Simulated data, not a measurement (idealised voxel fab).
Process module heading - voxel capacitor over wiring
cross-section cut | 160 nm wide | cells 5 nm
Square cells in a grid make up a cross-section in this document, and the grid is given as bands, listed from the top down, each one or more rows of cells.
Top, bottom (nm), then materials left to right with widths (nm); lone material tagged "everywhere" fills the whole band edge to edge; "empty" = empty space.
Heights are measured from 0, the level below which the as-received wafer is all one material; the lowest band has no bottom and continues downward, written as in "0 down".
The notation "30->40" denotes a width that varies across the rows of cells in the band, beginning at the first number in the top row, finishing at the second number in the bottom row, and changing by an identical amount from each row to the next.
"no alterations made" -> step changed no cross-section cell.
In the "Sealed voids" entry, you get each enclosed empty space of 8 cells or more, one with no open way to the top, written width x height at distance, distance from the left edge, in nm.
Step line, after settings: the simulator's comment on this step.
A step line may carry the setting "overlay nm", which, for steps involving a mask, states the distance by which the mask lay to the right of its intended position; negative values denote displacement to the left.

### So here's the lineup of process steps we planned
1) RECEIVE: material Si
2) CONFORMAL_DEP: material SiO2, thk nm 15
3) CONFORMAL_DEP: material SiCN, thk nm 5
4) DIRECTIONAL_DEP: material SiO2, thk nm 20
5) DIRECTIONAL_DEP: material aC, thk nm 15
6) PATTERN: tone open, mask id METAL_1, material resist, width nm 20, pitch nm 70, thk nm 35, overlay nm 0
7) DIRECTIONAL_ETCH: etch materials aC, depth nm 15
8) STRIP: etch materials resist
9) DIRECTIONAL_ETCH: etch materials SiO2, depth nm 20
10) DIRECTIONAL_ETCH: etch materials SiCN, depth nm 5
11) STRIP: etch materials aC
12) CONFORMAL_DEP: material TiN, thk nm 5
13) FILL_DEP: material Cu, thk nm 5
14) CMP: height nm 40
15) EPI: material Ru, thk nm 5
16) FILL_DEP: material SiCN, thk nm 5
17) DIRECTIONAL_DEP: material lowk, thk nm 10
18) PATTERN: tone open, mask id PLUG_1, material resist, width nm 15, thk nm 20, overlay nm 0
19) DIRECTIONAL_ETCH: etch materials lowk, depth nm 10
20) DIRECTIONAL_ETCH: etch materials SiCN, depth nm 5
21) STRIP: etch materials resist
22) CONFORMAL_DEP: material TiN, thk nm 5
23) FILL_DEP: material W, thk nm 5
24) CMP: height nm 60
25) DIRECTIONAL_DEP: material TiN, thk nm 5
26) DIRECTIONAL_DEP: material SiN, thk nm 5
27) DIRECTIONAL_DEP: material TiN, thk nm 10
28) DIRECTIONAL_DEP: material aC, thk nm 15
29) PATTERN: tone cover, mask id UPPER_PLATE, material resist, width nm 55, thk nm 35, overlay nm 0
30) DIRECTIONAL_ETCH: etch materials aC, depth nm 15
31) STRIP: etch materials resist
32) DIRECTIONAL_ETCH: etch materials TiN, depth nm 10
33) DIRECTIONAL_ETCH: etch materials SiN, depth nm 5
34) STRIP: etch materials aC
35) PATTERN: tone cover, mask id LOWER_PLATE, material resist, width nm 65, thk nm 20, overlay nm 0
36) DIRECTIONAL_ETCH: etch materials TiN, depth nm 5
37) STRIP: etch materials resist
38) FILL_DEP: material SiO2, thk nm 15
39) CMP: height nm 90
40) MASKED_ETCH: tone open, mask id PLUG_2, width nm 15, etch materials SiO2, depth nm 10, overlay nm 0
41) CONFORMAL_DEP: material TiN, thk nm 5
42) FILL_DEP: material Cu, thk nm 10
43) CMP: height nm 90
44) CONFORMAL_DEP: material SiN, thk nm 5

### Step 1 complete: cross-section of the wafer as received
	0 down = Si everywhere
	Sealed voids: none

### Cross-sectional result after module completion. Note: starting condition and plan are unchanged from above; one processing mistake was made
	95 to 90 = SiN everywhere
	90 to 85 = 50 nm SiO2, then 5 nm TiN, then 5 nm Cu, then 5 nm TiN, then 95 nm SiO2
	85 to 80 = 50 nm SiO2, then 15 nm TiN, then 95 nm SiO2
	80 to 70 = 35 nm SiO2, then 55 nm TiN, then 70 nm SiO2
	70 to 65 = 35 nm SiO2, then 55 nm SiN, then 70 nm SiO2
	65 to 60 = 35 nm SiO2, then 65 nm TiN, then 60 nm SiO2
	60 to 50 = 40 nm lowk, then 5 nm TiN, then 5 nm W, then 5 nm TiN, then 105 nm lowk
	50 to 45 = 40 nm SiCN, then 15 nm TiN, then 105 nm SiCN
	45 to 40 = 30 nm SiCN, then 30 nm Ru, then 40 nm SiCN, then 30 nm Ru, then 30 nm SiCN
	40 to 20 = 35 nm SiO2, then 5 nm TiN, then 10 nm Cu, then 5 nm TiN, then 50 nm SiO2, then 5 nm TiN, then 10 nm Cu, then 5 nm TiN, then 35 nm SiO2
	20 to 15 = 35 nm SiCN, then 20 nm TiN, then 50 nm SiCN, then 20 nm TiN, then 35 nm SiCN
	15 to 0 = SiO2 everywhere
	0 down = Si everywhere
	Sealed voids: none
In executing the process, a mistake was made relative to the plan: step 29, actual vs plan mismatch, actual run PATTERN: tone cover, mask id UPPER_PLATE, material resist, width nm 55, thk nm 35, overlay nm -5
